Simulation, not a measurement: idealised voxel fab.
process module | voxel self aligned vias
cross-section cut | 205 nm wide | cells 5 nm
A cross-section is a grid of square cells, given in bands from the top down. A band is one or more rows of cells.
Each band's line starts with the height of the band's top and of its bottom, in nm. Then come its materials from left to right, each with its width in nm. One material with "throughout" fills the band from edge to edge. "air" is empty space.
Height 0 is the level under which the wafer as received is all one material. The lowest band goes on downwards, as in "0 down".
A width such as "30 to 40" changes by the same amount from each row of cells to the next, from the band's top row to its bottom row.
"no change" after a step means that no cell of the cross-section changed.
closed voids: empty space of 8 cells or more with no open way to the top, each as width x height at its distance from the left edge, in nm
after a step's settings: what the simulator itself notes on the step
overlay nm, on a step with a mask: how far to the right of its planned place the mask lay; to the left if negative
plan
1 op RECEIVE | material Si
2 op CONFORMAL_DEP | material SiO2 | thk nm 10
3 op CONFORMAL_DEP | material SiCN | thk nm 5
4 op DIRECTIONAL_DEP | material SiO2 | thk nm 25
5 op PATTERN | tone open | mask id LINES | material resist | width nm 20 | pitch nm 65 | thk nm 20 | overlay nm 0
6 op DIRECTIONAL_ETCH | etch materials SiO2 | depth nm 25
7 op STRIP | etch materials resist
8 op CONFORMAL_DEP | material TiN | thk nm 5
9 op FILL_DEP | material W | thk nm 10
10 op CMP | height nm 40
11 op SELECTIVE_ETCH | etch materials W Ru TiN | depth nm 5
12 op FILL_DEP | material SiN | thk nm 5
13 op CMP | height nm 40
14 op DIRECTIONAL_DEP | material SiO2 | thk nm 20
15 op PATTERN | tone open | mask id VIAS | material resist | width nm 40 | pitch nm 130 | thk nm 20 | overlay nm 0
16 op DIRECTIONAL_ETCH | etch materials SiO2 | depth nm 20
17 op DIRECTIONAL_ETCH | etch materials SiN | depth nm 5
18 op STRIP | etch materials resist
19 op CONFORMAL_DEP | material TiN | thk nm 5
20 op FILL_DEP | material Ru | thk nm 5
21 op CMP | height nm 60
22 op CONFORMAL_DEP | material SiN | thk nm 5
as received, after step 1
  0 down: Si throughout
  closed voids: none
first wafer at the end, as planned
  65 to 60: SiN throughout
  60 to 45: SiO2 15 | TiN 5 | Ru 30 | TiN 5 | SiO2 90 | TiN 5 | Ru 30 | TiN 5 | SiO2 20
  45 to 40: SiO2 15 | TiN 15 | Ru 10 | TiN 15 | SiO2 90 | TiN 15 | Ru 10 | TiN 15 | SiO2 20
  40 to 35: SiO2 25 | TiN 20 | SiO2 45 | SiN 20 | SiO2 45 | TiN 20 | SiO2 30
  35 to 20: SiO2 25 | TiN 5 | W 10 | TiN 5 | SiO2 45 | TiN 5 | W 10 | TiN 5 | SiO2 45 | TiN 5 | W 10 | TiN 5 | SiO2 30
  20 to 15: SiO2 25 | TiN 20 | SiO2 45 | TiN 20 | SiO2 45 | TiN 20 | SiO2 30
  15 to 10: SiCN throughout
  10 to 0: SiO2 throughout
  0 down: Si throughout
  closed voids: none
second wafer at the end: like start, like plan, one mistake
  65 to 60: SiN throughout
  60 to 45: SiO2 15 | TiN 5 | SiCN 30 | TiN 5 | SiO2 90 | TiN 5 | SiCN 30 | TiN 5 | SiO2 20
  45 to 40: SiO2 15 | TiN 15 | SiCN 10 | TiN 15 | SiO2 90 | TiN 15 | SiCN 10 | TiN 15 | SiO2 20
  40 to 35: SiO2 25 | TiN 20 | SiO2 45 | SiN 20 | SiO2 45 | TiN 20 | SiO2 30
  35 to 20: SiO2 25 | TiN 5 | W 10 | TiN 5 | SiO2 45 | TiN 5 | W 10 | TiN 5 | SiO2 45 | TiN 5 | W 10 | TiN 5 | SiO2 30
  20 to 15: SiO2 25 | TiN 20 | SiO2 45 | TiN 20 | SiO2 45 | TiN 20 | SiO2 30
  15 to 10: SiCN throughout
  10 to 0: SiO2 throughout
  0 down: Si throughout
  closed voids: none
what went wrong: step 20 ran as: op FILL_DEP | material SiCN | thk nm 5
at the end the second wafer has, in cells: 40 fewer of Ru | 40 more of SiCN
